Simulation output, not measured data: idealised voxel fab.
Presented below is a process module, voxel gate over fins.
We display cut, a cross-section 210 nm in width whose square cells are each 5 nm.
In what follows, cross-sections appear as grids of square cells, described through bands that run from the top down, where every band is one or more rows of cells.
What a band's entry tells you: where the top is and where the bottom is, as heights in nm, and after that what lies inside, material by material from left to right, each with its width in nm. Empty space is written as the word "empty", and a single material marked with the word "full width" occupies the band from edge to edge.
Beneath 0, the wafer as received is one material, and that level is where height counting begins. The lowest band goes on downward without a bottom; it is written like "from 0 down".
With a width like "30 to 40", each row of cells in the band differs from the next by the same amount, the top row carrying the first number and the bottom row the second.
It should be understood that the words "changes: none", when stated for a given step, signify that the cross-section underwent no change in any of its cells during that step.
Empty spaces without an open route to the top, at least 8 cells in extent, make up the entry "Voids, sealed"; each is given as width x height at distance, where the distance is measured from the left edge, and all are in nm.
What comes after the settings on a step's line is commentary from the simulator itself on that step.
Regarding "overlay nm": on a step with a mask, it is the distance the mask lay to the right of its planned place; a negative value places it to the left.

[These are the steps we planned for the process]
1,RECEIVE | material Si
2,CONFORMAL_DEP | material SiN | thk nm 5
3,DIRECTIONAL_DEP | material aC | thk nm 10
4,PATTERN | tone cover | mask id FINS | material resist | width nm 15 | pitch nm 35 | thk nm 30 | overlay nm 0
5,DIRECTIONAL_ETCH | etch materials aC | depth nm 10
6,STRIP | etch materials resist
7,DIRECTIONAL_ETCH | etch materials SiN | depth nm 5
8,DIRECTIONAL_ETCH | etch materials Si | depth nm 35
9,STRIP | etch materials aC
10,OXIDIZE | depth nm 5
11,FILL_DEP | material SiO2 | thk nm 15
12,CMP | height nm 5
13,SELECTIVE_ETCH | etch materials SiO2 | depth nm 20
14,STRIP | etch materials SiN
15,CONFORMAL_DEP | material HfO2 | thk nm 5
16,CONFORMAL_DEP | material TiN | thk nm 5
17,CONFORMAL_DEP | material TiAl | thk nm 5
18,CONFORMAL_DEP | material TiN | thk nm 5
19,FILL_DEP | material W | thk nm 15
20,CMP | height nm 30
21,CONFORMAL_DEP | material SiN | thk nm 5

[As-received wafer cross-section (after step 1)]
    from 0 down = Si full width
    Voids, sealed: none

[Sectioned view, first of two wafers, at the close of the module, processed as intended in the plan]
    from 35 to 30 = SiN full width
    from 30 to 20 = W full width
    from 20 to 15 = W (30)  TiN (150)  W (30)
    from 15 to 10 = W (30)  TiN (5)  TiAl (140)  TiN (5)  W (30)
    from 10 to 5 = W (30)  TiN (5)  TiAl (5)  TiN (25)  TiAl (10)  TiN (25)  TiAl (10)  TiN (25)  TiAl (10)  TiN (25)  TiAl (5)  TiN (5)  W (30)
    from 5 to 0 = TiN (35)  TiAl (5)  TiN (5)  HfO2 (15)  TiN (5)  TiAl (10)  TiN (5)  HfO2 (15)  TiN (5)  TiAl (10)  TiN (5)  HfO2 (15)  TiN (5)  TiAl (10)  TiN (5)  HfO2 (15)  TiN (5)  TiAl (5)  TiN (35)
    from 0 to -5 = TiAl (40)  TiN (5)  HfO2 (5)  Si (5)  HfO2 (5)  TiN (5)  TiAl (10)  TiN (5)  HfO2 (5)  Si (5)  HfO2 (5)  TiN (5)  TiAl (10)  TiN (5)  HfO2 (5)  Si (5)  HfO2 (5)  TiN (5)  TiAl (10)  TiN (5)  HfO2 (5)  Si (5)  HfO2 (5)  TiN (5)  TiAl (40)
    from -5 to -10 = TiN (45)  HfO2 (5)  Si (5)  HfO2 (5)  TiN (20)  HfO2 (5)  Si (5)  HfO2 (5)  TiN (20)  HfO2 (5)  Si (5)  HfO2 (5)  TiN (20)  HfO2 (5)  Si (5)  HfO2 (5)  TiN (45)
    from -10 to -15 = HfO2 (50)  Si (5)  HfO2 (30)  Si (5)  HfO2 (30)  Si (5)  HfO2 (30)  Si (5)  HfO2 (50)
    from -15 to -40 = SiO2 (50)  Si (5)  SiO2 (30)  Si (5)  SiO2 (30)  Si (5)  SiO2 (30)  Si (5)  SiO2 (50)
    from -40 down = Si full width
    Voids, sealed: none

[Here is the second of the two wafers cut open at the end of the module - same start, same plan as the first one, but we made one mistake running it]
    from 35 to 30 = SiN full width
    from 30 to 25 = W (20)  TiN (170)  W (20)
    from 25 to 20 = W (20)  TiN (5)  TiAl (160)  TiN (5)  W (20)
    from 20 to 15 = W (20)  TiN (5)  TiAl (5)  TiN (150)  TiAl (5)  TiN (5)  W (20)
    from 15 to 10 = TiN (25)  TiAl (5)  TiN (150)  TiAl (5)  TiN (25)
    from 10 to 5 = TiAl (30)  TiN (150)  TiAl (30)
    from 5 to 0 = TiN (45)  HfO2 (15)  TiN (20)  HfO2 (15)  TiN (20)  HfO2 (15)  TiN (20)  HfO2 (15)  TiN (45)
    from 0 to -10 = TiN (45)  HfO2 (5)  Si (5)  HfO2 (5)  TiN (20)  HfO2 (5)  Si (5)  HfO2 (5)  TiN (20)  HfO2 (5)  Si (5)  HfO2 (5)  TiN (20)  HfO2 (5)  Si (5)  HfO2 (5)  TiN (45)
    from -10 to -15 = HfO2 (50)  Si (5)  HfO2 (30)  Si (5)  HfO2 (30)  Si (5)  HfO2 (30)  Si (5)  HfO2 (50)
    from -15 to -40 = SiO2 (50)  Si (5)  SiO2 (30)  Si (5)  SiO2 (30)  Si (5)  SiO2 (30)  Si (5)  SiO2 (50)
    from -40 down = Si full width
    Voids, sealed: none
Diagnosis: in deviation from the planned setting, step 16 was conducted as CONFORMAL_DEP | material TiN | thk nm 15
Once processing is complete, comparing cell counts shows that the second wafer has more or fewer of certain materials than the first: TiAl -18, TiN +114, W -96
